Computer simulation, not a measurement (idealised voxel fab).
You're looking at the process module voxel self aligned contacts.
Cross-sectional view cut (width: 175 nm; square cell size: 5 nm).
Cross-section spec: square-cell grid; bands listed top down; each band is one or more rows.
First you get the band's top height and its bottom height, in nm, and then the materials it's made of, left to right, with each width in nm. If you see a single material with "edge to edge", that one covers the band edge to edge. "air" is empty space.
Note: height 0 marks the level under which the wafer is uniformly one material as received. Lowest band unbounded below, written "from 0 down".
Note: "30..40" means the width goes from the first number (top row of the band) to the second number (bottom row) in equal steps per row of cells.
"remained unchanged" for a step: no cell of the cross-section changed in that step.
If an empty space has no open way to the top and is at least 8 cells in size, "Enclosed void listing" lists it, written width x height at distance, where distance is measured from the left edge and every value is in nm.
Anything after a step's settings on that line? It's the simulator's own note about the step.
overlay nm: mask offset rightward from planned place, masked step; negative means leftward offset.
Steps in the process plan
| 1 | RECEIVE, material Si |
| 2 | CONFORMAL_DEP, material SiO2, thk nm 5 |
| 3 | DIRECTIONAL_DEP, material polySi, thk nm 25 |
| 4 | DIRECTIONAL_DEP, material SiN, thk nm 25 |
| 5 | MASKED_ETCH, tone cover, mask id GATE, width nm 30, pitch nm 65, etch materials SiN, depth nm 25, overlay nm -15 |
| 6 | MASKED_ETCH, tone cover, mask id GATE, width nm 30, pitch nm 65, etch materials polySi, depth nm 25, overlay nm 0 |
| 7 | CONFORMAL_DEP, material SiN, thk nm 10 |
| 8 | DIRECTIONAL_ETCH, etch materials SiN, depth nm 10 |
| 9 | FILL_DEP, material SiO2, thk nm 10 |
| 10 | CMP, height nm 60 |
| 11 | MASKED_ETCH, tone open, mask id CONTACT, width nm 45, etch materials SiO2, depth nm 60, overlay nm 0 |
| 12 | CONFORMAL_DEP, material TiN, thk nm 5 |
| 13 | FILL_DEP, material W, thk nm 5 |
| 14 | CMP, height nm 60 |
| 15 | CONFORMAL_DEP, material SiN, thk nm 5 |
Heads up: all these wafers start the same, and what changes between them is the overlay nm in step 5. The value you see in the plan is just what the first wafer got.
So this is the first of several wafers, cross-sectioned as it came to us, meaning it's at the end of step 1
from 0 down: Si edge to edge
Enclosed void listing: none
Wafer rows; end of module; cells per material since receipt: (+) gained, (-) lost; then closed voids
overlay nm -15, +175 SiN, +166 SiO2, +19 TiN, +5 W, +90 polySi, Enclosed void listing: none
overlay nm -10, +175 SiN, +170 SiO2, +25 TiN, +5 W, +80 polySi, Enclosed void listing: none
overlay nm -5, +175 SiN, +174 SiO2, +31 TiN, +5 W, +70 polySi, Enclosed void listing: none
overlay nm 0, +175 SiN, +178 SiO2, +31 TiN, +11 W, +60 polySi, Enclosed void listing: none
overlay nm 5, +175 SiN, +174 SiO2, +31 TiN, +5 W, +70 polySi, Enclosed void listing: none
overlay nm 10, +175 SiN, +170 SiO2, +25 TiN, +5 W, +80 polySi, Enclosed void listing: none
overlay nm 15, +175 SiN, +166 SiO2, +19 TiN, +5 W, +90 polySi, Enclosed void listing: none
